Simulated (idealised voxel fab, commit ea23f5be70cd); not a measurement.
This section sets out a process module, namely voxel transistor to metal.
We display cut, a cross-section 155 nm in width whose square cells are each 5 nm.
A cross-section is written here as square cells arranged in a grid, and it is given in bands from the top down, each band taking up one or more rows of cells.
Heads up on the band format: heights come first, top then bottom, in nm. After that it's the materials left to right, each with its width in nm. A single material flagged "throughout" fills the whole band edge to edge, and "empty" means there's empty space there.
Zero point of the height axis is 0; under it, received wafer = one material. Lowest band: continues down indefinitely, "0 nm and below".
Top row gets the first number, bottom row gets the second, and each row in between changes by the same step: that is how a band width like "30->40" works.
The cross-section has no changed cell in any step marked "nothing got changed".
"Closed cavities" lists enclosed empty spaces (at least 8 cells, no open path upward to the top), each as width x height at distance from the left edge, in nm.
If you see something after the settings on a step's line, that's the simulator's own remark about that step.
overlay nm: right-of-plan distance of the mask on a masked step; negative values mean left-of-plan.
[Here's what the planned process steps look like]
step 1: RECEIVE, material Si
step 2: OXIDIZE, depth nm 5
step 3: CONFORMAL_DEP, material SiN, thk nm 15
step 4: DIRECTIONAL_DEP, material aC, thk nm 15
step 5: PATTERN, tone cover, mask id ACTIVE, material resist, width nm 120, thk nm 30, overlay nm 0
step 6: DIRECTIONAL_ETCH, etch materials aC, depth nm 15
step 7: STRIP, etch materials resist
step 8: DIRECTIONAL_ETCH, etch materials SiN, depth nm 15
step 9: DIRECTIONAL_ETCH, etch materials SiO2, depth nm 5
step 10: DIRECTIONAL_ETCH, etch materials Si, depth nm 35
step 11: STRIP, etch materials aC
step 12: FILL_DEP, material SiO2, thk nm 15
step 13: CMP, height nm 15
step 14: SELECTIVE_ETCH, etch materials SiO2, depth nm 5
step 15: STRIP, etch materials SiN
step 16: SELECTIVE_ETCH, etch materials SiO2, depth nm 5
step 17: OXIDIZE, depth nm 5
step 18: DIRECTIONAL_DEP, material polySi, thk nm 20
step 19: DIRECTIONAL_DEP, material SiCN, thk nm 10
step 20: MASKED_ETCH, tone cover, mask id GATE, width nm 30, etch materials SiCN, depth nm 20, overlay nm 0
step 21: MASKED_ETCH, tone cover, mask id GATE, width nm 30, etch materials polySi, depth nm 30, overlay nm 0
step 22: CONFORMAL_DEP, material SiO2, thk nm 5
step 23: DIRECTIONAL_ETCH, etch materials SiO2, depth nm 5
step 24: CONFORMAL_DEP, material SiN, thk nm 10
step 25: DIRECTIONAL_ETCH, etch materials SiN, depth nm 10
step 26: DIRECTIONAL_ETCH, etch materials SiO2, depth nm 5
step 27: DIRECTIONAL_ETCH, etch materials Si, depth nm 15
step 28: EPI, material SiGe, thk nm 15
step 29: FILL_DEP, material SiO2, thk nm 10
step 30: CMP, height nm 15
step 31: STRIP, etch materials polySi
step 32: SELECTIVE_ETCH, etch materials SiO2, depth nm 5
step 33: CONFORMAL_DEP, material HfO2, thk nm 5
step 34: CONFORMAL_DEP, material TiN, thk nm 5
step 35: FILL_DEP, material W, thk nm 10
step 36: CMP, height nm 10
step 37: DIRECTIONAL_DEP, material SiO2, thk nm 15
step 38: DIRECTIONAL_DEP, material aC, thk nm 15
step 39: PATTERN, tone open, mask id CONTACT, material resist, width nm 20, pitch nm 80, thk nm 30, overlay nm 0
step 40: DIRECTIONAL_ETCH, etch materials aC, depth nm 15
step 41: STRIP, etch materials resist
step 42: DIRECTIONAL_ETCH, etch materials SiO2, depth nm 20
step 43: STRIP, etch materials aC
step 44: CONFORMAL_DEP, material TiN, thk nm 5
step 45: FILL_DEP, material W, thk nm 5
step 46: CMP, height nm 25
step 47: DIRECTIONAL_DEP, material TiN, thk nm 5
step 48: DIRECTIONAL_DEP, material W, thk nm 15
step 49: MASKED_ETCH, tone cover, mask id METAL_1, width nm 20, pitch nm 80, etch materials W, depth nm 15, overlay nm 0
step 50: MASKED_ETCH, tone cover, mask id METAL_1, width nm 20, pitch nm 80, etch materials TiN, depth nm 5, overlay nm 0
step 51: FILL_DEP, material SiO2, thk nm 5
step 52: CMP, height nm 45
step 53: CONFORMAL_DEP, material SiCN, thk nm 5
[So this is the incoming wafer in cross-section - it's already been through step 1]
0 nm and below  Si throughout
Closed cavities: none
[Module complete - cross-section of the first of two wafers, run according to plan]
50 nm to 45 nm  SiCN throughout
45 nm to 30 nm  SiO2=25  W=20  SiO2=60  W=20  SiO2=30
30 nm to 25 nm  SiO2=25  TiN=20  SiO2=60  TiN=20  SiO2=30
25 nm to 10 nm  SiO2=25  TiN=5  W=10  TiN=5  SiO2=60  TiN=5  W=10  TiN=5  SiO2=30
10 nm to 5 nm  SiO2=25  TiN=20  SiN=10  HfO2=5  TiN=5  W=20  TiN=5  HfO2=5  SiN=10  TiN=20  SiO2=30
5 nm to 0 nm  SiO2=15  SiN=10  SiGe=20  SiN=10  HfO2=5  TiN=5  W=20  TiN=5  HfO2=5  SiN=10  SiGe=20  SiN=10  SiO2=20
0 nm to -5 nm  SiO2=15  SiN=10  SiGe=20  SiN=10  HfO2=5  TiN=30  HfO2=5  SiN=10  SiGe=20  SiN=10  SiO2=20
-5 nm to -10 nm  SiO2=25  SiGe=20  SiO2=10  HfO2=40  SiO2=10  SiGe=20  SiO2=30
-10 nm to -25 nm  SiO2=15  Si=10  SiGe=20  Si=60  SiGe=20  Si=10  SiO2=20
-25 nm to -40 nm  SiO2=15  Si=120  SiO2=20
-40 nm and below  Si throughout
Closed cavities: none
[Second wafer through the module, sectioned at the end: same beginning and same plan as the first wafer, with one mistake in carrying it out]
50 nm to 45 nm  SiCN throughout
45 nm to 30 nm  SiO2=25  W=20  SiO2=60  W=20  SiO2=30
30 nm to 25 nm  SiO2=25  TiN=20  SiO2=60  TiN=20  SiO2=30
25 nm to 10 nm  SiO2=25  TiN=5  W=10  TiN=5  SiO2=60  TiN=5  W=10  TiN=5  SiO2=30
10 nm to 5 nm  SiO2=25  TiN=20  SiN=10  TiN=5  HfO2=5  W=20  HfO2=5  TiN=5  SiN=10  TiN=20  SiO2=30
5 nm to 0 nm  SiO2=15  SiN=10  SiGe=20  SiN=10  TiN=5  HfO2=5  W=20  HfO2=5  TiN=5  SiN=10  SiGe=20  SiN=10  SiO2=20
0 nm to -5 nm  SiO2=15  SiN=10  SiGe=20  SiN=10  TiN=5  HfO2=30  TiN=5  SiN=10  SiGe=20  SiN=10  SiO2=20
-5 nm to -10 nm  SiO2=25  SiGe=20  SiO2=10  TiN=40  SiO2=10  SiGe=20  SiO2=30
-10 nm to -25 nm  SiO2=15  Si=10  SiGe=20  Si=60  SiGe=20  Si=10  SiO2=20
-25 nm to -40 nm  SiO2=15  Si=120  SiO2=20
-40 nm and below  Si throughout
Closed cavities: none
Here's what went sideways: steps 33 and 34 of the plan were run in the wrong order, each in the other's place
Heads up, by the end the second wafer has more or fewer cells of some materials compared to the first: 4 fewer of HfO2; 4 more of TiN
